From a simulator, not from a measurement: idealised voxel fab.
Herein follows the process module entitled voxel double patterning.
Cross-sectional view cut (width: 190 nm; square cell size: 5 nm).
Square cells in a grid make up a cross-section in this document, and the grid is given as bands, listed from the top down, each one or more rows of cells.
What a band's entry tells you: where the top is and where the bottom is, as heights in nm, and after that what lies inside, material by material from left to right, each with its width in nm. Empty space is written as the word "air", and a single material marked with the word "throughout" occupies the band from edge to edge.
Basically, 0 is our baseline, since under it the wafer straight out of the box is all one material. The bottom band has no lower end and keeps on going down, so it looks like "0 and below".
You'd read "30..40" like this: the band's top row of cells is as wide as the first number, its bottom row is as wide as the second, and going down, every row changes width by the same amount as the row before did.
What does "nothing changed" mean for a step? It means no cell of the cross-section changed in that step.
Entry "Closed void list" = empty spaces >= 8 cells with no open way to the top; each as width x height at distance, distance from left edge, all nm.
It should be noted that, on the line of a given step, the content following the step's settings is a remark produced by the simulator itself with respect to that step.
"overlay nm" answers the question of how far to the right of plan the mask lay on a step that has a mask, and when it is negative the answer is to the left.

List of planned process steps
1,op RECEIVE | material Si
2,op CONFORMAL_DEP | material SiO2 | thk nm 10
3,op DIRECTIONAL_DEP | material polySi | thk nm 10
4,op DIRECTIONAL_DEP | material SiCN | thk nm 10
5,op PATTERN | tone open | mask id FIRST | material resist | width nm 15 | pitch nm 50 | thk nm 20 | overlay nm 0
6,op DIRECTIONAL_ETCH | etch materials SiCN | depth nm 10
7,op STRIP | etch materials resist
8,op MASKED_ETCH | tone open | mask id SECOND | width nm 15 | etch materials SiCN | depth nm 10 | overlay nm 0
9,op DIRECTIONAL_ETCH | etch materials polySi | depth nm 10
10,op STRIP | etch materials SiCN

Received-state cross-section, reflecting completion of step 1
- 0 and below: Si throughout
- Closed void list: none

End-of-module cross-section. Starting structure and process plan as above; one mistake made in running it
- 20 down to 10: SiO2 throughout
- 10 down to 0: polySi throughout
- 0 and below: Si throughout
- Closed void list: none
what went wrong: steps 2 and 3 run out of order (swapped)
